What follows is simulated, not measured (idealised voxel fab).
Process module, titled voxel wiring stack
The cross-section shown here is cut; it is 265 nm wide and divided into square cells measuring 5 nm on a side.
In this document a cross-section is written as a grid of square cells. It is given as a series of bands, listed from the top down, and a band is one or more rows of cells.
Read a band's entry like this: the first values are the height of its top and the height of its bottom in nm, and what follows is the sequence of materials from left to right, each with its width in nm. Note that "air" is empty space, and that a single material marked "full width" reaches across the band from edge to edge.
Height 0 is the level under which the wafer as received is all one material. The lowest band goes on downwards, as in "0 and below".
Width: "30 to 40" (first number = top row, second number = bottom row, same change from row to row of cells).
When a step is marked "changes: none", none of the cells in the cross-section changed during that step.
Enclosed voids (no open way to top), threshold 8 cells or more, entry "Enclosed voids", notation width x height at distance, distance from left edge, nm.
Post-settings text on a step line: simulator's own remark regarding the step.
overlay nm: how far to the right of its planned place the mask lay on this masked step (negative: to the left).
**So here's the lineup of process steps we planned**
1. RECEIVE, material Si
2. CONFORMAL_DEP, material SiO2, thk nm 15
3. CONFORMAL_DEP, material SiN, thk nm 5
4. DIRECTIONAL_DEP, material SiO2, thk nm 15
5. PATTERN, tone open, mask id METAL_1, material resist, width nm 20, pitch nm 40, thk nm 20, overlay nm 0
6. DIRECTIONAL_ETCH, etch materials SiO2, depth nm 15
7. DIRECTIONAL_ETCH, etch materials SiN, depth nm 5
8. STRIP, etch materials resist
9. CONFORMAL_DEP, material TiN, thk nm 5
10. FILL_DEP, material Ru, thk nm 10
11. CMP, height nm 35
12. EPI, material Ru, thk nm 5
13. FILL_DEP, material SiCN, thk nm 5
14. DIRECTIONAL_DEP, material SiO2, thk nm 20
15. PATTERN, tone open, mask id PLUG_1, material resist, width nm 15, pitch nm 40, thk nm 20, overlay nm 0
16. DIRECTIONAL_ETCH, etch materials SiO2, depth nm 20
17. DIRECTIONAL_ETCH, etch materials SiCN, depth nm 5
18. STRIP, etch materials resist
19. CONFORMAL_DEP, material TiN, thk nm 5
20. FILL_DEP, material W, thk nm 10
21. CMP, height nm 65
22. DIRECTIONAL_DEP, material TiN, thk nm 5
23. DIRECTIONAL_DEP, material W, thk nm 20
24. MASKED_ETCH, tone cover, mask id METAL_2, width nm 20, pitch nm 40, etch materials W, depth nm 20, overlay nm 0
25. MASKED_ETCH, tone cover, mask id METAL_2, width nm 20, pitch nm 40, etch materials TiN, depth nm 5, overlay nm 0
26. CONFORMAL_DEP, material SiN, thk nm 5
27. FILL_DEP, material SiO2, thk nm 5
28. CMP, height nm 90
29. CONFORMAL_DEP, material SiCN, thk nm 5
30. DIRECTIONAL_DEP, material SiO2, thk nm 30
31. PATTERN, tone open, mask id METAL_3, material resist, width nm 20, pitch nm 40, thk nm 15, overlay nm 0
32. DIRECTIONAL_ETCH, etch materials SiO2, depth nm 15
33. STRIP, etch materials resist
34. PATTERN, tone open, mask id METAL_3_HOLES, material resist, width nm 15, pitch nm 40, thk nm 15, overlay nm 0
35. DIRECTIONAL_ETCH, etch materials SiO2, depth nm 15
36. DIRECTIONAL_ETCH, etch materials SiCN, depth nm 5
37. STRIP, etch materials resist
38. CONFORMAL_DEP, material TiN, thk nm 5
39. FILL_DEP, material Cu, thk nm 5
40. CMP, height nm 125
41. CONFORMAL_DEP, material SiN, thk nm 5
**As received (post step 1): cross-section**
    0 and below: Si full width
    Enclosed voids: none
**The first of two wafers, cross-sectioned at the end of the module, with the run proceeding as planned**
    130 down to 125: SiN full width
    125 down to 115: SiO2 100 nm | TiN 5 nm | Cu 10 nm | TiN 5 nm | SiO2 20 nm | TiN 5 nm | Cu 10 nm | TiN 5 nm | SiO2 105 nm
    115 down to 110: SiO2 100 nm | TiN 5 nm | Cu 5 nm | TiN 10 nm | SiO2 20 nm | TiN 5 nm | Cu 5 nm | TiN 10 nm | SiO2 105 nm
    110 down to 95: SiO2 100 nm | TiN 5 nm | Cu 5 nm | TiN 5 nm | SiO2 25 nm | TiN 5 nm | Cu 5 nm | TiN 5 nm | SiO2 110 nm
    95 down to 90: SiCN 100 nm | TiN 15 nm | SiCN 25 nm | TiN 15 nm | SiCN 110 nm
    90 down to 70: SiO2 95 nm | SiN 5 nm | W 20 nm | SiN 5 nm | SiO2 10 nm | SiN 5 nm | W 20 nm | SiN 5 nm | SiO2 100 nm
    70 down to 65: SiN 100 nm | TiN 20 nm | SiN 20 nm | TiN 20 nm | SiN 105 nm
    65 down to 45: SiO2 100 nm | TiN 5 nm | W 5 nm | TiN 5 nm | SiO2 25 nm | TiN 5 nm | W 5 nm | TiN 5 nm | SiO2 110 nm
    45 down to 40: SiCN 100 nm | TiN 15 nm | SiCN 25 nm | TiN 15 nm | SiCN 110 nm
    40 down to 35: SiCN 95 nm | Ru 30 nm | SiCN 10 nm | Ru 30 nm | SiCN 100 nm
    35 down to 20: SiO2 100 nm | TiN 5 nm | Ru 10 nm | TiN 5 nm | SiO2 20 nm | TiN 5 nm | Ru 10 nm | TiN 5 nm | SiO2 105 nm
    20 down to 15: SiN 100 nm | TiN 20 nm | SiN 20 nm | TiN 20 nm | SiN 105 nm
    15 down to 0: SiO2 full width
    0 and below: Si full width
    Enclosed voids: none
**Same start, same plan as the first wafer - but one mistake in the run. Cross-section of the second of the two at the end of the module**
    130 down to 125: SiN full width
    125 down to 115: SiO2 100 nm | TiN 5 nm | Cu 10 nm | TiN 5 nm | SiO2 20 nm | TiN 5 nm | Cu 10 nm | TiN 5 nm | SiO2 105 nm
    115 down to 110: SiO2 100 nm | TiN 5 nm | Cu 5 nm | TiN 10 nm | SiO2 20 nm | TiN 5 nm | Cu 5 nm | TiN 10 nm | SiO2 105 nm
    110 down to 95: SiO2 100 nm | TiN 5 nm | Cu 5 nm | TiN 5 nm | SiO2 25 nm | TiN 5 nm | Cu 5 nm | TiN 5 nm | SiO2 110 nm
    95 down to 90: SiCN 100 nm | TiN 15 nm | SiCN 25 nm | TiN 15 nm | SiCN 110 nm
    90 down to 70: SiO2 95 nm | SiN 5 nm | W 20 nm | SiN 5 nm | SiO2 10 nm | SiN 5 nm | W 20 nm | SiN 5 nm | SiO2 100 nm
    70 down to 65: SiN 100 nm | TiN 20 nm | SiN 20 nm | TiN 20 nm | SiN 105 nm
    65 down to 60: TiN 105 nm | W 5 nm | TiN 35 nm | W 5 nm | TiN 115 nm
    60 down to 45: SiO2 100 nm | TiN 5 nm | W 5 nm | TiN 5 nm | SiO2 25 nm | TiN 5 nm | W 5 nm | TiN 5 nm | SiO2 110 nm
    45 down to 40: SiCN 100 nm | TiN 15 nm | SiCN 25 nm | TiN 15 nm | SiCN 110 nm
    40 down to 35: SiCN 95 nm | Ru 30 nm | SiCN 10 nm | Ru 30 nm | SiCN 100 nm
    35 down to 20: SiO2 100 nm | TiN 5 nm | Ru 10 nm | TiN 5 nm | SiO2 20 nm | TiN 5 nm | Ru 10 nm | TiN 5 nm | SiO2 105 nm
    20 down to 15: SiN 100 nm | TiN 20 nm | SiN 20 nm | TiN 20 nm | SiN 105 nm
    15 down to 0: SiO2 full width
    0 and below: Si full width
    Enclosed voids: none
Misprocessing identified: for step 14, the planned setting was not used; the step was instead run as DIRECTIONAL_DEP, material SiO2, thk nm 15
Materials where the second wafer ends with more or fewer cells than the first: SiO2 -47; TiN +47
